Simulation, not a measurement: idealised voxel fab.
The document below concerns the process module designated voxel plated lines.
Cross-sectional view cut (width: 260 nm; square cell size: 5 nm).
Cross-section spec: square-cell grid; bands listed top down; each band is one or more rows.
It is stipulated that each band's entry specify, in nanometres, the height of the top of the band and then that of its bottom, followed by the materials of the band in left-to-right sequence, each together with its width in nanometres. A single material marked by the word "full width" is understood to fill the band from edge to edge; the word "empty" is understood to denote empty space.
Counting heights begins at 0, where everything beneath is, in the wafer as received, one material. The lowest band has no bottom; it goes on downwards, as "0 down" shows.
The notation "30->40" denotes a width that varies across the rows of cells in the band, beginning at the first number in the top row, finishing at the second number in the bottom row, and changing by an identical amount from each row to the next.
You'll sometimes find "same as before" written for a step, and that's the way of saying that nowhere in the cross-section did a cell change during that step.
Reported under the label "Sealed void list" are the empty spaces having no open way to the top and comprising 8 cells or more; the notation for each is width x height at distance, in which the distance is measured from the left edge and all three values are in nm.
Text after the settings on a step's line: the simulator's own remark on that step.
overlay nm: right-of-plan distance of the mask on a masked step; negative values mean left-of-plan.
Steps in the process plan:
1 RECEIVE: material Si
2 CONFORMAL_DEP: material Al2O3, thk nm 10
3 DIRECTIONAL_DEP: material TiN, thk nm 5
4 PATTERN: tone open, mask id LINES, material resist, width nm 15, pitch nm 40, thk nm 35, overlay nm 0
5 EPI: material Ru, thk nm 10
6 EPI: material Ru, thk nm 5
7 EPI: material Ru, thk nm 10
8 STRIP: etch materials resist
9 DIRECTIONAL_ETCH: etch materials TiN, depth nm 5
10 CONFORMAL_DEP: material SiO2, thk nm 10
Wafer-to-wafer difference: width nm, step 4. Common start. Plan = first wafer's value.
Received condition of the first of several wafers, sectioned: post-step 1:
	0 down | Si full width
	Sealed void list: none
End of module, by wafer: material-by-material cell gain (+) or loss (-) since receipt, then closed voids:
width nm 15, +104 Al2O3, +60 Ru, +200 SiO2, +12 TiN, Sealed void list: none
width nm 20, +104 Al2O3, +80 Ru, +200 SiO2, +16 TiN, Sealed void list: none
width nm 25, +104 Al2O3, +100 Ru, +182 SiO2, +20 TiN, Sealed void list: none
